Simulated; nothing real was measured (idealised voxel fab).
process module | voxel ribs on slabs
cross-section cut | 190 nm wide | cells 5 nm
A cross-section is a grid of square cells, given in bands from the top down. A band is one or more rows of cells.
Each band's line starts with the height of the band's top and of its bottom, in nm. Then come its materials from left to right, each with its width in nm. One material with "throughout" fills the band from edge to edge. "air" is empty space.
Height 0 is the level under which the wafer as received is all one material. The lowest band goes on downwards, as in "0 down".
A width such as "30 to 40" changes by the same amount from each row of cells to the next, from the band's top row to its bottom row.
"no change" after a step means that no cell of the cross-section changed.
closed voids: empty space of 8 cells or more with no open way to the top, each as width x height at its distance from the left edge, in nm
after a step's settings: what the simulator itself notes on the step
overlay nm, on a step with a mask: how far to the right of its planned place the mask lay; to the left if negative
plan
1 op RECEIVE | material Si
2 op DIRECTIONAL_DEP | material SiO2 | thk nm 25
3 op DIRECTIONAL_DEP | material SiN | thk nm 15
4 op PATTERN | tone cover | mask id RIB | material resist | width nm 25 | thk nm 20 | overlay nm 0
5 op DIRECTIONAL_ETCH | etch materials SiN | depth nm 10
6 op STRIP | etch materials resist
7 op MASKED_ETCH | tone cover | mask id SLAB | width nm 75 | etch materials SiN | depth nm 5 | overlay nm 0
8 op FILL_DEP | material SiO2 | thk nm 15
9 op CMP | height nm 50
10 op DIRECTIONAL_DEP | material W | thk nm 5
11 op PATTERN | tone cover | mask id HEATER | material resist | width nm 35 | thk nm 20 | overlay nm 0
12 op DIRECTIONAL_ETCH | etch materials W | depth nm 5
13 op STRIP | etch materials resist
14 op CONFORMAL_DEP | material SiN | thk nm 10
first wafer, as planned
as received, after step 1
  0 down: Si throughout
  closed voids: none
after step 2
  25 to 0: SiO2 throughout
  below 0: unchanged
after step 3
  40 to 25: SiN throughout
  below 25: unchanged
after step 4
  60 to 40: air 80 | resist 25 | air 85
  below 40: unchanged
after step 5
  60 to 40: air 80 | resist 25 | air 85
  40 to 30: air 80 | SiN 25 | air 85
  below 30: unchanged
after step 6
  40 to 30: air 80 | SiN 25 | air 85
  below 30: unchanged
after step 7
  40 to 30: air 80 | SiN 25 | air 85
  30 to 25: air 55 | SiN 75 | air 60
  below 25: unchanged
after step 8
  55 to 40: SiO2 throughout
  40 to 30: SiO2 80 | SiN 25 | SiO2 85
  30 to 25: SiO2 55 | SiN 75 | SiO2 60
  below 25: unchanged
after step 9
  50 to 40: SiO2 throughout
  below 40: unchanged
after step 10
  55 to 50: W throughout
  below 50: unchanged
after step 11
  75 to 55: air 75 | resist 35 | air 80
  below 55: unchanged
after step 12
  75 to 55: air 75 | resist 35 | air 80
  55 to 50: air 75 | W 35 | air 80
  below 50: unchanged
after step 13
  55 to 50: air 75 | W 35 | air 80
  below 50: unchanged
after step 14
  65 to 60: air 65 | SiN 55 | air 70
  60 to 55: SiN throughout
  55 to 50: SiN 75 | W 35 | SiN 80
  below 50: unchanged
second wafer: like start, like plan, one mistake. Through step 2 it matches the first wafer
when step 3 should have ended
  40 to 25: W throughout
  below 25: unchanged
when step 4 should have ended
  60 to 40: air 80 | resist 25 | air 85
  below 40: unchanged
when step 5 should have ended: no change
when step 6 should have ended
  40 to 25: W throughout
  below 25: unchanged
when step 7 should have ended: no change
when step 8 should have ended
  55 to 40: SiO2 throughout
  below 40: unchanged
when step 9 should have ended
  50 to 40: SiO2 throughout
  below 40: unchanged
when step 10 should have ended
  55 to 50: W throughout
  below 50: unchanged
when step 11 should have ended
  75 to 55: air 75 | resist 35 | air 80
  below 55: unchanged
when step 12 should have ended
  75 to 55: air 75 | resist 35 | air 80
  55 to 50: air 75 | W 35 | air 80
  below 50: unchanged
when step 13 should have ended
  55 to 50: air 75 | W 35 | air 80
  below 50: unchanged
when step 14 should have ended
  65 to 60: air 65 | SiN 55 | air 70
  60 to 55: SiN throughout
  55 to 50: SiN 75 | W 35 | SiN 80
  below 50: unchanged
what went wrong: step 3 ran as: op DIRECTIONAL_DEP | material W | thk nm 15
at the end the second wafer has, in cells: 25 fewer of SiN | 89 fewer of SiO2 | 114 more of W
